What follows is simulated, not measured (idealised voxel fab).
Process module, titled voxel fin reveal
This is section cut - it's 205 nm across, gridded in 5 nm square cells.
In this document a cross-section is written as a grid of square cells. It is given as a series of bands, listed from the top down, and a band is one or more rows of cells.
A band entry consists of two parts. The first gives the height of the band's top and the height of its bottom, in nm. The rest lists the band's materials from left to right, each with its width in nm. A single material labelled with the word "throughout" fills the band from edge to edge, and the word "empty" marks empty space.
Basically, 0 is our baseline, since under it the wafer straight out of the box is all one material. The bottom band has no lower end and keeps on going down, so it looks like "0 -> down".
The expression "30 to 40" gives the width at the extremes of the band, the first number at its top row of cells and the second at its bottom row, with the width changing by equal amounts from each row to the next in between.
What does "everything unchanged" mean for a step? It means no cell of the cross-section changed in that step.
"Closed void table": empty spaces of 8 cells or more with no open way to the top, each given as width x height at distance, distance from the left edge, all in nm.
What comes after the settings on a step's line is commentary from the simulator itself on that step.
overlay nm: on a step with a mask, how far right of its planned place the mask lay; negative means left.
-- This section lists the process steps that were planned
| 1 | RECEIVE | material Si |
| 2 | CONFORMAL_DEP | material SiN | thk nm 5 |
| 3 | DIRECTIONAL_DEP | material aC | thk nm 10 |
| 4 | PATTERN | tone cover | mask id FINS | material resist | width nm 15 | pitch nm 40 | thk nm 25 | overlay nm 0 |
| 5 | DIRECTIONAL_ETCH | etch materials aC | depth nm 10 |
| 6 | STRIP | etch materials resist |
| 7 | DIRECTIONAL_ETCH | etch materials SiN | depth nm 5 |
| 8 | DIRECTIONAL_ETCH | etch materials Si | depth nm 35 |
| 9 | STRIP | etch materials aC |
| 10 | OXIDIZE | depth nm 5 |
| 11 | FILL_DEP | material SiO2 | thk nm 5 |
| 12 | CMP | height nm 5 |
| 13 | SELECTIVE_ETCH | etch materials SiO2 | depth nm 15 |
| 14 | STRIP | etch materials SiN |
| 15 | CONFORMAL_DEP | material SiO2 | thk nm 5 |
-- Cross-section: wafer on arrival = after step 1
    0 -> down | Si throughout
    Closed void table: none
-- First of two wafers, end-of-module section, run followed plan
    5 -> 0 | empty=35, then SiO2=15, then empty=25, then SiO2=15, then empty=25, then SiO2=15, then empty=25, then SiO2=15, then empty=35
    0 -> -5 | empty=35, then SiO2=5, then Si=5, then SiO2=5, then empty=25, then SiO2=5, then Si=5, then SiO2=5, then empty=25, then SiO2=5, then Si=5, then SiO2=5, then empty=25, then SiO2=5, then Si=5, then SiO2=5, then empty=35
    -5 -> -40 | SiO2=40, then Si=5, then SiO2=35, then Si=5, then SiO2=35, then Si=5, then SiO2=35, then Si=5, then SiO2=40
    -40 -> down | Si throughout
    Closed void table: none
-- Wafer two (of two), end-of-module cross-section: start = wafer one, plan = wafer one, one run mistake
    5 -> 0 | empty=35, then SiO2=15, then empty=25, then SiO2=15, then empty=25, then SiO2=15, then empty=25, then SiO2=15, then empty=35
    0 -> -5 | empty=35, then SiO2=5, then Si=5, then SiO2=5, then empty=25, then SiO2=5, then Si=5, then SiO2=5, then empty=25, then SiO2=5, then Si=5, then SiO2=5, then empty=25, then SiO2=5, then Si=5, then SiO2=5, then empty=35
    -5 -> -10 | SiO2=25, then empty=10, then SiO2=5, then Si=5, then SiO2=5, then empty=25, then SiO2=5, then Si=5, then SiO2=5, then empty=25, then SiO2=5, then Si=5, then SiO2=5, then empty=25, then SiO2=5, then Si=5, then SiO2=5, then empty=10, then SiO2=25
    -10 -> -40 | SiO2=40, then Si=5, then SiO2=35, then Si=5, then SiO2=35, then Si=5, then SiO2=35, then Si=5, then SiO2=40
    -40 -> down | Si throughout
    Closed void table: none
Error vs. plan: a sequencing error occurred in which plan steps 13 and 14 were transposed
The closing comparison, in cells, has the second wafer with more or fewer of some materials than the first: 19 fewer of SiO2
